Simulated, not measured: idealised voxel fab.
process module | voxel plated lines
cross-section cut | 260 nm wide | cells 5 nm
A cross-section is a grid of square cells, given in bands from the top down. A band is one or more rows of cells.
Each band's line starts with the height of the band's top and of its bottom, in nm. Then come its materials from left to right, each with its width in nm. One material with "throughout" fills the band from edge to edge. "air" is empty space.
Height 0 is the level under which the wafer as received is all one material. The lowest band goes on downwards, as in "0 down".
A width such as "30 to 40" changes by the same amount from each row of cells to the next, from the band's top row to its bottom row.
"no change" after a step means that no cell of the cross-section changed.
closed voids: empty space of 8 cells or more with no open way to the top, each as width x height at its distance from the left edge, in nm
after a step's settings: what the simulator itself notes on the step
overlay nm, on a step with a mask: how far to the right of its planned place the mask lay; to the left if negative
plan
1 op RECEIVE | material Si
2 op CONFORMAL_DEP | material SiO2 | thk nm 5
3 op DIRECTIONAL_DEP | material TiN | thk nm 5
4 op PATTERN | tone open | mask id LINES | material resist | width nm 30 | pitch nm 50 | thk nm 35 | overlay nm 0
5 op EPI | material Ru | thk nm 5
6 op EPI | material Ru | thk nm 10
7 op EPI | material Ru | thk nm 5
8 op STRIP | etch materials resist
9 op DIRECTIONAL_ETCH | etch materials TiN | depth nm 5
10 op CONFORMAL_DEP | material SiO2 | thk nm 10
as received, after step 1
  0 down: Si throughout
  closed voids: none
first wafer at the end, as planned
  40 to 30: air 30 | SiO2 200 | air 30
  30 to 15: air 30 | SiO2 10 | Ru 30 | SiO2 20 | Ru 30 | SiO2 20 | Ru 30 | SiO2 20 | Ru 30 | SiO2 10 | air 30
  15 to 10: SiO2 40 | Ru 30 | SiO2 20 | Ru 30 | SiO2 20 | Ru 30 | SiO2 20 | Ru 30 | SiO2 40
  10 to 5: SiO2 40 | TiN 30 | SiO2 20 | TiN 30 | SiO2 20 | TiN 30 | SiO2 20 | TiN 30 | SiO2 40
  5 to 0: SiO2 throughout
  0 down: Si throughout
  closed voids: none
second wafer at the end: like start, like plan, one mistake
  40 to 30: air 35 | SiO2 40 | air 10 | SiO2 40 | air 10 | SiO2 40 | air 10 | SiO2 40 | air 35
  30 to 15: air 35 | SiO2 10 | Ru 20 | SiO2 10 | air 10 | SiO2 10 | Ru 20 | SiO2 10 | air 10 | SiO2 10 | Ru 20 | SiO2 10 | air 10 | SiO2 10 | Ru 20 | SiO2 10 | air 35
  15 to 10: SiO2 45 | Ru 20 | SiO2 30 | Ru 20 | SiO2 30 | Ru 20 | SiO2 30 | Ru 20 | SiO2 45
  10 to 5: SiO2 45 | TiN 20 | SiO2 30 | TiN 20 | SiO2 30 | TiN 20 | SiO2 30 | TiN 20 | SiO2 45
  5 to 0: SiO2 throughout
  0 down: Si throughout
  closed voids: none
what went wrong: step 4 ran as: op PATTERN | tone open | mask id LINES | material resist | width nm 20 | pitch nm 50 | thk nm 35 | overlay nm 0
at the end the second wafer has, in cells: 32 fewer of Ru | 8 fewer of TiN
